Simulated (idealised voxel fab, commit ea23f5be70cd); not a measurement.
Documented hereafter: the process module known as voxel capacitor over wiring.
In the cross-section labelled cut, the width is 275 nm and each square cell is 5 nm.
Bands, listed from the top down, are how a cross-section gets written in this document; the cross-section itself is a grid of square cells, and a band is one or more rows of them.
Within each band entry, the heights of the top and of the bottom of the band appear first, in that order and in nm; the materials of the band then follow from left to right, each with its corresponding width in nm. The designation "everywhere" on a single material indicates that it fills the band from edge to edge; the designation "air" indicates empty space.
Heights from 0 (as-received wafer is one material below). Bottom band endless downward, as "0..down".
When a width is written as two numbers, as in "30->40", the first number is the width in the top row of cells of the band and the second is the width in its bottom row, and the width changes by the same amount from each row to the next.
When a step is marked "nothing changed", none of the cells in the cross-section changed during that step.
You'll see "Voids, sealed" listing empty spaces that have no way open to the top, as long as they're 8 cells or more; the notation is width x height at distance, where the distance is from the left edge, and all of it is in nm.
On each step's line, the part that comes after the settings is the simulator's own comment on the step.
"overlay nm" denotes, for a step that has a mask, the displacement of the mask to the right of its planned place, with negative values corresponding to the left.
[Set out below are the planned steps of the process]
step 1: RECEIVE | material Si
step 2: CONFORMAL_DEP | material SiO2 | thk nm 10
step 3: CONFORMAL_DEP | material SiCN | thk nm 5
step 4: DIRECTIONAL_DEP | material lowk | thk nm 20
step 5: DIRECTIONAL_DEP | material aC | thk nm 15
step 6: PATTERN | tone open | mask id METAL_1 | material resist | width nm 20 | pitch nm 75 | thk nm 30 | overlay nm 0
step 7: DIRECTIONAL_ETCH | etch materials aC | depth nm 15
step 8: STRIP | etch materials resist
step 9: DIRECTIONAL_ETCH | etch materials lowk | depth nm 20
step 10: DIRECTIONAL_ETCH | etch materials SiCN | depth nm 5
step 11: STRIP | etch materials aC
step 12: CONFORMAL_DEP | material TiN | thk nm 5
step 13: FILL_DEP | material Cu | thk nm 10
step 14: CMP | height nm 35
step 15: CONFORMAL_DEP | material SiCN | thk nm 5
step 16: DIRECTIONAL_DEP | material SiO2 | thk nm 10
step 17: DIRECTIONAL_DEP | material aC | thk nm 10
step 18: PATTERN | tone open | mask id PLUG_1 | material resist | width nm 15 | thk nm 25 | overlay nm 0
step 19: DIRECTIONAL_ETCH | etch materials aC | depth nm 10
step 20: STRIP | etch materials resist
step 21: DIRECTIONAL_ETCH | etch materials SiO2 | depth nm 10
step 22: DIRECTIONAL_ETCH | etch materials SiCN | depth nm 5
step 23: STRIP | etch materials aC
step 24: EPI | material Ru | thk nm 10
step 25: EPI | material Ru | thk nm 5
step 26: DIRECTIONAL_DEP | material TiN | thk nm 10
step 27: DIRECTIONAL_DEP | material SiN | thk nm 5
step 28: DIRECTIONAL_DEP | material TiN | thk nm 5
step 29: PATTERN | tone cover | mask id UPPER_PLATE | material resist | width nm 60 | thk nm 20 | overlay nm 0
step 30: DIRECTIONAL_ETCH | etch materials TiN | depth nm 5
step 31: DIRECTIONAL_ETCH | etch materials SiN | depth nm 5
step 32: STRIP | etch materials resist
step 33: MASKED_ETCH | tone cover | mask id LOWER_PLATE | width nm 70 | etch materials TiN | depth nm 10 | overlay nm 0
step 34: FILL_DEP | material SiO2 | thk nm 15
step 35: CMP | height nm 80
step 36: MASKED_ETCH | tone open | mask id PLUG_2 | width nm 15 | etch materials SiO2 | depth nm 10 | overlay nm 0
step 37: CONFORMAL_DEP | material TiN | thk nm 5
step 38: FILL_DEP | material W | thk nm 10
step 39: CMP | height nm 80
step 40: CONFORMAL_DEP | material SiCN | thk nm 5
[Here's what the wafer looked like in cross-section when it arrived - that's after step 1]
    0..down = Si everywhere
    Voids, sealed: none
[first wafer at the end, as planned]
    85..80 = SiCN everywhere
    80..75 = 105 of SiO2  5 of TiN  5 of W  5 of TiN  155 of SiO2
    75..65 = 105->95 of SiO2  15->60 of TiN  155->120 of SiO2
    65..60 = 95 of SiO2  60 of SiN  120 of SiO2
    60..50 = 90 of SiO2  70 of TiN  115 of SiO2
    50..40 = 95 of SiO2  15 of Ru  165 of SiO2
    40..35 = 95 of SiCN  15 of Ru  165 of SiCN
    35..15 = 90 of lowk  5 of TiN  10 of Cu  5 of TiN  55 of lowk  5 of TiN  10 of Cu  5 of TiN  90 of lowk
    15..10 = 90 of SiCN  20 of TiN  55 of SiCN  20 of TiN  90 of SiCN
    10..0 = SiO2 everywhere
    0..down = Si everywhere
    Voids, sealed: none
[The second wafer, shown in cross-section after the module: started the same way as the first and given the same plan, yet one mistake crept into how it was run]
    85..80 = SiCN everywhere
    80..75 = 105 of SiO2  50 of TiN  120 of SiO2
    75..70 = 105 of SiO2  5 of TiN  45 of SiN  120 of SiO2
    70..65 = 90 of SiO2  5 of TiN  15 of SiO2  50 of TiN  115 of SiO2
    65..60 = 90 of SiO2  70 of TiN  115 of SiO2
    60..55 = 95 of SiO2  15 of SiN  165 of SiO2
    55..50 = 95 of SiO2  15 of TiN  165 of SiO2
    50..45 = 95 of SiCN  15 of TiN  165 of SiCN
    45..35 = SiCN everywhere
    35..15 = 90 of lowk  5 of TiN  10 of Cu  5 of TiN  55 of lowk  5 of TiN  10 of Cu  5 of TiN  90 of lowk
    15..10 = 90 of SiCN  20 of TiN  55 of SiCN  20 of TiN  90 of SiCN
    10..0 = SiO2 everywhere
    0..down = Si everywhere
    Voids, sealed: none
What broke from the plan during processing? it should be noted that step 15 was executed with settings other than those planned, the operation and settings actually applied being CONFORMAL_DEP | material SiCN | thk nm 15
In the final state, the cell counts of the second wafer exceed or fall short of those of the first for the following materials: Ru -9; SiCN +110; SiO2 -97; TiN -3; W -1
